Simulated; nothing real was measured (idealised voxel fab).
process module | voxel ribs on slabs
cross-section cut | 290 nm wide | cells 5 nm
A cross-section is a grid of square cells, given in bands from the top down. A band is one or more rows of cells.
Each band's line starts with the height of the band's top and of its bottom, in nm. Then come its materials from left to right, each with its width in nm. One material with "throughout" fills the band from edge to edge. "air" is empty space.
Height 0 is the level under which the wafer as received is all one material. The lowest band goes on downwards, as in "0 down".
A width such as "30 to 40" changes by the same amount from each row of cells to the next, from the band's top row to its bottom row.
"no change" after a step means that no cell of the cross-section changed.
closed voids: empty space of 8 cells or more with no open way to the top, each as width x height at its distance from the left edge, in nm
after a step's settings: what the simulator itself notes on the step
overlay nm, on a step with a mask: how far to the right of its planned place the mask lay; to the left if negative
plan
1 op RECEIVE | material Si
2 op DIRECTIONAL_DEP | material SiO2 | thk nm 25
3 op DIRECTIONAL_DEP | material polySi | thk nm 20
4 op PATTERN | tone cover | mask id RIB | material resist | width nm 20 | thk nm 15 | overlay nm 0
5 op DIRECTIONAL_ETCH | etch materials polySi | depth nm 15
6 op STRIP | etch materials resist
7 op PATTERN | tone cover | mask id SLAB | material resist | width nm 80 | thk nm 15 | overlay nm 0
8 op DIRECTIONAL_ETCH | etch materials polySi | depth nm 5
9 op STRIP | etch materials resist
10 op FILL_DEP | material SiO2 | thk nm 15
11 op CMP | height nm 55
12 op DIRECTIONAL_DEP | material W | thk nm 10
13 op MASKED_ETCH | tone cover | mask id HEATER | width nm 30 | etch materials W | depth nm 10 | overlay nm 0
14 op CONFORMAL_DEP | material SiN | thk nm 5
as received, after step 1
  0 down: Si throughout
  closed voids: none
first wafer at the end, as planned
  70 to 65: air 125 | SiN 40 | air 125
  65 to 60: air 125 | SiN 5 | W 30 | SiN 5 | air 125
  60 to 55: SiN 130 | W 30 | SiN 130
  55 to 45: SiO2 throughout
  45 to 30: SiO2 135 | polySi 20 | SiO2 135
  30 to 25: SiO2 105 | polySi 80 | SiO2 105
  25 to 0: SiO2 throughout
  0 down: Si throughout
  closed voids: none
second wafer at the end: like start, like plan, one mistake
  70 to 65: SiN 135 | air 20 | SiN 135
  65 to 60: W 130 | SiN 5 | air 20 | SiN 5 | W 130
  60 to 55: W 130 | SiN 30 | W 130
  55 to 45: SiO2 throughout
  45 to 30: SiO2 135 | polySi 20 | SiO2 135
  30 to 25: SiO2 105 | polySi 80 | SiO2 105
  25 to 0: SiO2 throughout
  0 down: Si throughout
  closed voids: none
what went wrong: step 13 ran as: op MASKED_ETCH | tone open | mask id HEATER | width nm 30 | etch materials W | depth nm 10 | overlay nm 0
at the end the second wafer has, in cells: 92 more of W
